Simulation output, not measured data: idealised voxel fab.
process module | voxel self aligned contacts
cross-section cut | 175 nm wide | cells 5 nm
A cross-section is a grid of square cells, given in bands from the top down. A band is one or more rows of cells.
Each band's line starts with the height of the band's top and of its bottom, in nm. Then come its materials from left to right, each with its width in nm. One material with "throughout" fills the band from edge to edge. "air" is empty space.
Height 0 is the level under which the wafer as received is all one material. The lowest band goes on downwards, as in "0 down".
A width such as "30 to 40" changes by the same amount from each row of cells to the next, from the band's top row to its bottom row.
"no change" after a step means that no cell of the cross-section changed.
closed voids: empty space of 8 cells or more with no open way to the top, each as width x height at its distance from the left edge, in nm
after a step's settings: what the simulator itself notes on the step
overlay nm, on a step with a mask: how far to the right of its planned place the mask lay; to the left if negative
plan
1 op RECEIVE | material Si
2 op CONFORMAL_DEP | material SiO2 | thk nm 5
3 op DIRECTIONAL_DEP | material polySi | thk nm 25
4 op DIRECTIONAL_DEP | material SiN | thk nm 15
5 op DIRECTIONAL_DEP | material aC | thk nm 10
6 op PATTERN | tone cover | mask id GATE | material resist | width nm 25 | pitch nm 60 | thk nm 25 | overlay nm 0
7 op DIRECTIONAL_ETCH | etch materials aC | depth nm 10
8 op STRIP | etch materials resist
9 op DIRECTIONAL_ETCH | etch materials SiN | depth nm 15
10 op DIRECTIONAL_ETCH | etch materials polySi | depth nm 25
11 op STRIP | etch materials aC
12 op CONFORMAL_DEP | material SiN | thk nm 5
13 op DIRECTIONAL_ETCH | etch materials SiN | depth nm 5
14 op FILL_DEP | material SiO2 | thk nm 15
15 op CMP | height nm 50
16 op MASKED_ETCH | tone open | mask id CONTACT | width nm 45 | etch materials SiO2 | depth nm 50 | overlay nm 0
17 op CONFORMAL_DEP | material TiN | thk nm 5
18 op FILL_DEP | material W | thk nm 5
19 op CMP | height nm 50
20 op CONFORMAL_DEP | material SiCN | thk nm 5
first wafer, as planned
as received, after step 1
  0 down: Si throughout
  closed voids: none
after step 2
  5 to 0: SiO2 throughout
  below 0: unchanged
after step 3
  30 to 5: polySi throughout
  below 5: unchanged
after step 4
  45 to 30: SiN throughout
  below 30: unchanged
after step 5
  55 to 45: aC throughout
  below 45: unchanged
after step 6
  80 to 55: air 45 | resist 25 | air 35 | resist 25 | air 45
  below 55: unchanged
after step 7
  70 to 55: air 45 | resist 25 | air 35 | resist 25 | air 45
  55 to 45: air 45 | aC 25 | air 35 | aC 25 | air 45
  below 45: unchanged
after step 8
  55 to 45: air 45 | aC 25 | air 35 | aC 25 | air 45
  below 45: unchanged
after step 9
  55 to 45: air 45 | aC 25 | air 35 | aC 25 | air 45
  45 to 30: air 45 | SiN 25 | air 35 | SiN 25 | air 45
  below 30: unchanged
after step 10
  55 to 45: air 45 | aC 25 | air 35 | aC 25 | air 45
  45 to 30: air 45 | SiN 25 | air 35 | SiN 25 | air 45
  30 to 5: air 45 | polySi 25 | air 35 | polySi 25 | air 45
  below 5: unchanged
after step 11
  45 to 30: air 45 | SiN 25 | air 35 | SiN 25 | air 45
  below 30: unchanged
after step 12
  50 to 30: air 40 | SiN 35 | air 25 | SiN 35 | air 40
  30 to 10: air 40 | SiN 5 | polySi 25 | SiN 5 | air 25 | SiN 5 | polySi 25 | SiN 5 | air 40
  10 to 5: SiN 45 | polySi 25 | SiN 35 | polySi 25 | SiN 45
  below 5: unchanged
after step 13
  45 to 30: air 40 | SiN 35 | air 25 | SiN 35 | air 40
  30 to 5: air 40 | SiN 5 | polySi 25 | SiN 5 | air 25 | SiN 5 | polySi 25 | SiN 5 | air 40
  below 5: unchanged
after step 14
  60 to 45: SiO2 throughout
  45 to 30: SiO2 40 | SiN 35 | SiO2 25 | SiN 35 | SiO2 40
  30 to 5: SiO2 40 | SiN 5 | polySi 25 | SiN 5 | SiO2 25 | SiN 5 | polySi 25 | SiN 5 | SiO2 40
  below 5: unchanged
after step 15
  50 to 45: SiO2 throughout
  below 45: unchanged
after step 16
  50 to 45: SiO2 65 | air 45 | SiO2 65
  45 to 30: SiO2 40 | SiN 35 | air 25 | SiN 35 | SiO2 40
  30 to 5: SiO2 40 | SiN 5 | polySi 25 | SiN 5 | air 25 | SiN 5 | polySi 25 | SiN 5 | SiO2 40
  5 to 0: SiO2 75 | air 25 | SiO2 75
  below 0: unchanged
after step 17
  55 to 50: TiN 70 | air 35 | TiN 70
  50 to 45: SiO2 65 | TiN 15 | air 15 | TiN 15 | SiO2 65
  45 to 30: SiO2 40 | SiN 35 | TiN 5 | air 15 | TiN 5 | SiN 35 | SiO2 40
  30 to 5: SiO2 40 | SiN 5 | polySi 25 | SiN 5 | TiN 5 | air 15 | TiN 5 | SiN 5 | polySi 25 | SiN 5 | SiO2 40
  5 to 0: SiO2 75 | TiN 25 | SiO2 75
  below 0: unchanged
after step 18
  60 to 55: W throughout
  55 to 50: TiN 70 | W 35 | TiN 70
  50 to 45: SiO2 65 | TiN 15 | W 15 | TiN 15 | SiO2 65
  45 to 30: SiO2 40 | SiN 35 | TiN 5 | W 15 | TiN 5 | SiN 35 | SiO2 40
  30 to 5: SiO2 40 | SiN 5 | polySi 25 | SiN 5 | TiN 5 | W 15 | TiN 5 | SiN 5 | polySi 25 | SiN 5 | SiO2 40
  below 5: unchanged
after step 19
  50 to 45: SiO2 65 | TiN 15 | W 15 | TiN 15 | SiO2 65
  below 45: unchanged
after step 20
  55 to 50: SiCN throughout
  below 50: unchanged
second wafer: like start, like plan, one mistake. Through step 2 it matches the first wafer
when step 3 should have ended
  55 to 5: polySi throughout
  below 5: unchanged
when step 4 should have ended
  70 to 55: SiN throughout
  below 55: unchanged
when step 5 should have ended
  80 to 70: aC throughout
  below 70: unchanged
when step 6 should have ended
  105 to 80: air 45 | resist 25 | air 35 | resist 25 | air 45
  below 80: unchanged
when step 7 should have ended
  95 to 80: air 45 | resist 25 | air 35 | resist 25 | air 45
  80 to 70: air 45 | aC 25 | air 35 | aC 25 | air 45
  below 70: unchanged
when step 8 should have ended
  80 to 70: air 45 | aC 25 | air 35 | aC 25 | air 45
  below 70: unchanged
when step 9 should have ended
  80 to 70: air 45 | aC 25 | air 35 | aC 25 | air 45
  70 to 55: air 45 | SiN 25 | air 35 | SiN 25 | air 45
  below 55: unchanged
when step 10 should have ended
  80 to 70: air 45 | aC 25 | air 35 | aC 25 | air 45
  70 to 55: air 45 | SiN 25 | air 35 | SiN 25 | air 45
  55 to 30: air 45 | polySi 25 | air 35 | polySi 25 | air 45
  below 30: unchanged
when step 11 should have ended
  70 to 55: air 45 | SiN 25 | air 35 | SiN 25 | air 45
  below 55: unchanged
when step 12 should have ended
  75 to 55: air 40 | SiN 35 | air 25 | SiN 35 | air 40
  55 to 35: air 40 | SiN 5 | polySi 25 | SiN 5 | air 25 | SiN 5 | polySi 25 | SiN 5 | air 40
  35 to 30: SiN 45 | polySi 25 | SiN 35 | polySi 25 | SiN 45
  below 30: unchanged
when step 13 should have ended
  70 to 55: air 40 | SiN 35 | air 25 | SiN 35 | air 40
  55 to 30: air 40 | SiN 5 | polySi 25 | SiN 5 | air 25 | SiN 5 | polySi 25 | SiN 5 | air 40
  below 30: unchanged
when step 14 should have ended
  85 to 70: SiO2 throughout
  70 to 55: SiO2 40 | SiN 35 | SiO2 25 | SiN 35 | SiO2 40
  55 to 30: SiO2 40 | SiN 5 | polySi 25 | SiN 5 | SiO2 25 | SiN 5 | polySi 25 | SiN 5 | SiO2 40
  below 30: unchanged
when step 15 should have ended
  50 to 30: SiO2 40 | SiN 5 | polySi 25 | SiN 5 | SiO2 25 | SiN 5 | polySi 25 | SiN 5 | SiO2 40
  below 30: unchanged
when step 16 should have ended
  50 to 30: SiO2 40 | SiN 5 | polySi 25 | SiN 5 | air 25 | SiN 5 | polySi 25 | SiN 5 | SiO2 40
  below 30: unchanged
when step 17 should have ended
  55 to 50: TiN 80 | air 15 | TiN 80
  50 to 35: SiO2 40 | SiN 5 | polySi 25 | SiN 5 | TiN 5 | air 15 | TiN 5 | SiN 5 | polySi 25 | SiN 5 | SiO2 40
  35 to 30: SiO2 40 | SiN 5 | polySi 25 | SiN 5 | TiN 25 | SiN 5 | polySi 25 | SiN 5 | SiO2 40
  below 30: unchanged
when step 18 should have ended
  60 to 55: W throughout
  55 to 50: TiN 80 | W 15 | TiN 80
  50 to 35: SiO2 40 | SiN 5 | polySi 25 | SiN 5 | TiN 5 | W 15 | TiN 5 | SiN 5 | polySi 25 | SiN 5 | SiO2 40
  below 35: unchanged
when step 19 should have ended
  50 to 35: SiO2 40 | SiN 5 | polySi 25 | SiN 5 | TiN 5 | W 15 | TiN 5 | SiN 5 | polySi 25 | SiN 5 | SiO2 40
  below 35: unchanged
when step 20 should have ended
  55 to 50: SiCN throughout
  below 50: unchanged
what went wrong: step 3 was run twice
at the end the second wafer has, in cells: 46 fewer of SiN | 85 fewer of SiO2 | 16 fewer of TiN | 18 fewer of W | 165 more of polySi
